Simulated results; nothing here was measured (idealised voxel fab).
process module | voxel double patterning
Square cell edge 5 nm, section width 230 nm, ID cut.
If you're reading a cross-section in this doc, picture square cells in a grid; it comes to you as bands, top ones listed first down to the bottom, and a band can be one or more rows of cells.
Per band: top height and bottom height in nm, followed by the left-to-right materials and their widths in nm; "edge to edge" marks a single material spanning edge to edge, "air" marks empty space.
Heights are measured from 0, the level below which the as-received wafer is all one material; the lowest band has no bottom and continues downward, written as in "z 0 and below".
The width entry "30->40" should be interpreted row by row: the top row of cells in the band takes the first number, the bottom row takes the second number, and the change between adjacent rows is uniform throughout.
It should be understood that the words "no change", when stated for a given step, signify that the cross-section underwent no change in any of its cells during that step.
Look at "Closed internal cavities" for the closed voids: empty spaces with no open path to the top, sized 8 cells or up. Each is width x height at distance, distance from the left edge, all nm.
Formally, on a step line, whatever follows the settings is a remark that the simulator itself makes on the step.
Regarding "overlay nm": on a step with a mask, it is the distance the mask lay to the right of its planned place; a negative value places it to the left.

List of planned process steps:
step 1: RECEIVE (material Si)
step 2: CONFORMAL_DEP (material SiN; thk nm 5)
step 3: DIRECTIONAL_DEP (material SiO2; thk nm 15)
step 4: DIRECTIONAL_DEP (material SiCN; thk nm 10)
step 5: PATTERN (tone open; mask id FIRST; material resist; width nm 15; pitch nm 50; thk nm 15; overlay nm 0)
step 6: DIRECTIONAL_ETCH (etch materials SiCN; depth nm 10)
step 7: STRIP (etch materials resist)
step 8: PATTERN (tone open; mask id SECOND; material resist; width nm 15; pitch nm 50; thk nm 20; overlay nm 0)
step 9: DIRECTIONAL_ETCH (etch materials SiCN; depth nm 10)
step 10: STRIP (etch materials resist)
step 11: DIRECTIONAL_ETCH (etch materials SiO2; depth nm 15)
step 12: STRIP (etch materials SiCN)

Of two wafers, the first: run according to plan:

As-received state of the wafer in cross-section, equivalent to post-step 1:
  z 0 and below  Si edge to edge
  Closed internal cavities: none

Cross-section of the wafer after step 2:
  z 5 to 0  SiN edge to edge
  All layers under 0 are left as they were.

Cross-section of the wafer after step 3:
  z 20 to 5  SiO2 edge to edge
  All layers under 5 are left as they were.

Cross-section of the wafer after step 4:
  z 30 to 20  SiCN edge to edge
  All layers under 20 are left as they were.

Cross-section of the wafer after step 5:
  z 45 to 30  resist: 55 / air: 15 / resist: 35 / air: 15 / resist: 35 / air: 15 / resist: 60
  All layers under 30 are left as they were.

Cross-section of the wafer after step 6:
  z 45 to 30  resist: 55 / air: 15 / resist: 35 / air: 15 / resist: 35 / air: 15 / resist: 60
  z 30 to 20  SiCN: 55 / air: 15 / SiCN: 35 / air: 15 / SiCN: 35 / air: 15 / SiCN: 60
  All layers under 20 are left as they were.

Cross-section of the wafer after step 7:
  z 30 to 20  SiCN: 55 / air: 15 / SiCN: 35 / air: 15 / SiCN: 35 / air: 15 / SiCN: 60
  All layers under 20 are left as they were.

Cross-section of the wafer after step 8:
  z 50 to 30  resist: 80 / air: 15 / resist: 35 / air: 15 / resist: 85
  z 30 to 20  SiCN: 55 / resist: 15 / SiCN: 35 / resist: 15 / SiCN: 35 / resist: 15 / SiCN: 60
  All layers under 20 are left as they were.

Cross-section of the wafer after step 9:
  z 50 to 30  resist: 80 / air: 15 / resist: 35 / air: 15 / resist: 85
  z 30 to 20  SiCN: 55 / resist: 15 / SiCN: 10 / air: 15 / SiCN: 10 / resist: 15 / SiCN: 10 / air: 15 / SiCN: 10 / resist: 15 / SiCN: 60
  All layers under 20 are left as they were.

Cross-section of the wafer after step 10:
  z 30 to 20  SiCN: 55 / air: 15 / SiCN: 10 / air: 15 / SiCN: 10 / air: 15 / SiCN: 10 / air: 15 / SiCN: 10 / air: 15 / SiCN: 60
  All layers under 20 are left as they were.

Cross-section of the wafer after step 11:
  z 30 to 20  SiCN: 55 / air: 15 / SiCN: 10 / air: 15 / SiCN: 10 / air: 15 / SiCN: 10 / air: 15 / SiCN: 10 / air: 15 / SiCN: 60
  z 20 to 5  SiO2: 55 / air: 15 / SiO2: 10 / air: 15 / SiO2: 10 / air: 15 / SiO2: 10 / air: 15 / SiO2: 10 / air: 15 / SiO2: 60
  All layers under 5 are left as they were.

Cross-section of the wafer after step 12:
  z 20 to 5  SiO2: 55 / air: 15 / SiO2: 10 / air: 15 / SiO2: 10 / air: 15 / SiO2: 10 / air: 15 / SiO2: 10 / air: 15 / SiO2: 60
  All layers under 5 are left as they were.

The second wafer began exactly as the first did and followed the same plan, but one mistake was made while running it; through step 4 inclusive, the two wafers are identical:

What the second wafer looks like in cross-section when step 5 should have wrapped up:
  z 45 to 30  resist: 60 / air: 15 / resist: 35 / air: 15 / resist: 35 / air: 15 / resist: 55
  All layers under 30 are left as they were.

What the second wafer looks like in cross-section when step 6 should have wrapped up:
  z 45 to 30  resist: 60 / air: 15 / resist: 35 / air: 15 / resist: 35 / air: 15 / resist: 55
  z 30 to 20  SiCN: 60 / air: 15 / SiCN: 35 / air: 15 / SiCN: 35 / air: 15 / SiCN: 55
  All layers under 20 are left as they were.

What the second wafer looks like in cross-section when step 7 should have wrapped up:
  z 30 to 20  SiCN: 60 / air: 15 / SiCN: 35 / air: 15 / SiCN: 35 / air: 15 / SiCN: 55
  All layers under 20 are left as they were.

What the second wafer looks like in cross-section when step 8 should have wrapped up:
  z 50 to 30  resist: 80 / air: 15 / resist: 35 / air: 15 / resist: 85
  z 30 to 20  SiCN: 60 / resist: 15 / SiCN: 35 / resist: 15 / SiCN: 35 / resist: 15 / SiCN: 55
  All layers under 20 are left as they were.

What the second wafer looks like in cross-section when step 9 should have wrapped up:
  z 50 to 30  resist: 80 / air: 15 / resist: 35 / air: 15 / resist: 85
  z 30 to 20  SiCN: 60 / resist: 15 / SiCN: 5 / air: 15 / SiCN: 15 / resist: 15 / SiCN: 5 / air: 15 / SiCN: 15 / resist: 15 / SiCN: 55
  All layers under 20 are left as they were.

What the second wafer looks like in cross-section when step 10 should have wrapped up:
  z 30 to 20  SiCN: 60 / air: 15 / SiCN: 5 / air: 15 / SiCN: 15 / air: 15 / SiCN: 5 / air: 15 / SiCN: 15 / air: 15 / SiCN: 55
  All layers under 20 are left as they were.

What the second wafer looks like in cross-section when step 11 should have wrapped up:
  z 30 to 20  SiCN: 60 / air: 15 / SiCN: 5 / air: 15 / SiCN: 15 / air: 15 / SiCN: 5 / air: 15 / SiCN: 15 / air: 15 / SiCN: 55
  z 20 to 5  SiO2: 60 / air: 15 / SiO2: 5 / air: 15 / SiO2: 15 / air: 15 / SiO2: 5 / air: 15 / SiO2: 15 / air: 15 / SiO2: 55
  All layers under 5 are left as they were.

What the second wafer looks like in cross-section when step 12 should have wrapped up:
  z 20 to 5  SiO2: 60 / air: 15 / SiO2: 5 / air: 15 / SiO2: 15 / air: 15 / SiO2: 5 / air: 15 / SiO2: 15 / air: 15 / SiO2: 55
  All layers under 5 are left as they were.
Run error: so step 5 ended up running with a different setting than we planned, it ran as PATTERN (tone open; mask id FIRST; material resist; width nm 15; pitch nm 50; thk nm 15; overlay nm 5)
at the end the second wafer has, in cells: as many of each material as the first, in other places
